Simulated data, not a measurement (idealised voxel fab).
Title: Process Module voxel double patterning
This is section cut - it's 255 nm across, gridded in 5 nm square cells.
Notation: cross-section as square-cell grid; stated in bands, top first, going down; one or more cell rows per band.
Heads up on the band format: heights come first, top then bottom, in nm. After that it's the materials left to right, each with its width in nm. A single material flagged "edge to edge" fills the whole band edge to edge, and "empty" means there's empty space there.
Convention: height 0 is the level below which the wafer, as received, is all one material. The lowest band does not terminate at the bottom but continues downward, represented as "top 0, no bottom".
Graded width ("30..40"): value in top row of band = first number; value in bottom row = second number; row-to-row change constant.
What does "changes: none" mean for a step? It means no cell of the cross-section changed in that step.
Empty spaces counting at least 8 cells and having no open way to the top are listed in "Unvented voids". The notation width x height at distance is used for each, the distance being from the left edge and all three values in nm.
Formally, on a step line, whatever follows the settings is a remark that the simulator itself makes on the step.
overlay nm: for a step with a mask, the amount by which the mask lay right of where it was planned; a negative amount means left of it.

[This section lists the process steps that were planned]
1. RECEIVE, material Si
2. CONFORMAL_DEP, material SiO2, thk nm 5
3. DIRECTIONAL_DEP, material W, thk nm 15
4. DIRECTIONAL_DEP, material SiCN, thk nm 10
5. DIRECTIONAL_DEP, material aC, thk nm 15
6. PATTERN, tone open, mask id FIRST, material resist, width nm 15, pitch nm 50, thk nm 30, overlay nm 0
7. DIRECTIONAL_ETCH, etch materials aC, depth nm 15
8. STRIP, etch materials resist
9. DIRECTIONAL_ETCH, etch materials SiCN, depth nm 10
10. STRIP, etch materials aC
11. PATTERN, tone open, mask id SECOND, material resist, width nm 15, thk nm 20, overlay nm 0
12. DIRECTIONAL_ETCH, etch materials SiCN, depth nm 10
13. STRIP, etch materials resist
14. DIRECTIONAL_ETCH, etch materials W, depth nm 15
15. STRIP, etch materials SiCN

[As-received wafer cross-section (after step 1)]
top 0, no bottom = Si edge to edge
Unvented voids: none

[a wafer at the end: this start, this plan, one mistake]
top 35, bottom 20 = 95 nm W; 15 nm empty; 10 nm W; 15 nm empty; 10 nm W; 15 nm empty; 95 nm W
top 20, bottom 5 = W edge to edge
top 5, bottom 0 = SiO2 edge to edge
top 0, no bottom = Si edge to edge
Unvented voids: none
Error vs. plan: step 3 of the plan saw execution twice
